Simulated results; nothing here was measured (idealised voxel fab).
Module name: voxel fin reveal (process module)
Each square cell in cross-section cut measures 5 nm, and the section as a whole is 240 nm wide.
Bands, listed from the top down, are how a cross-section gets written in this document; the cross-section itself is a grid of square cells, and a band is one or more rows of them. Within each band entry, the heights of the top and of the bottom of the band appear first, in that order and in nm; the materials of the band then follow from left to right, each with its corresponding width in nm. The designation "all across" on a single material indicates that it fills the band from edge to edge; the designation "blank" indicates empty space. Note: height 0 marks the level under which the wafer is uniformly one material as received. Lowest band unbounded below, written "0 nm and below". A width such as "30->40" changes by the same amount from each row of cells to the next, from the band's top row to its bottom row. Key: "no alteration" - step with no changed cell in the cross-section. In "Unvented cavities" the enclosed voids are listed, meaning empty spaces of 8 cells or larger without any opening to the top. The form is width x height at distance, distance from the left edge, units nm. On each step's line, the part that comes after the settings is the simulator's own comment on the step. Steps that use a mask can have "overlay nm" on their line. It says how far the mask sat to the right of where it was meant to be. Negative means to the left.

# The following list gives the planned process steps
1,RECEIVE,material Si
2,CONFORMAL_DEP,material SiN,thk nm 5
3,MASKED_ETCH,tone cover,mask id FINS,width nm 15,pitch nm 45,etch materials SiN,depth nm 5,overlay nm 0
4,MASKED_ETCH,tone cover,mask id FINS,width nm 15,pitch nm 45,etch materials Si,depth nm 35,overlay nm 0
5,OXIDIZE,depth nm 5
6,FILL_DEP,material SiO2,thk nm 10
7,CMP,height nm 5
8,SELECTIVE_ETCH,etch materials SiO2,depth nm 15
9,STRIP,etch materials SiN

# The cross-section here shows the wafer as received, i.e. in its state after step 1
> 0 nm and below: Si all across
> Unvented cavities: none

# Module complete, cross-section. Starting point and plan per above. One mistake made in running the module
> 0 nm to -10 nm: blank 50 | Si 5 | blank 40 | Si 5 | blank 40 | Si 5 | blank 40 | Si 5 | blank 50
> -10 nm to -15 nm: SiO2 30 | blank 20 | Si 5 | blank 40 | Si 5 | blank 40 | Si 5 | blank 40 | Si 5 | blank 20 | SiO2 30
> -15 nm to -40 nm: SiO2 50 | Si 5 | SiO2 40 | Si 5 | SiO2 40 | Si 5 | SiO2 40 | Si 5 | SiO2 50
> -40 nm and below: Si all across
> Unvented cavities: none
Diagnosis: steps 8 and 9 of the plan were run in the wrong order, each in the other's place
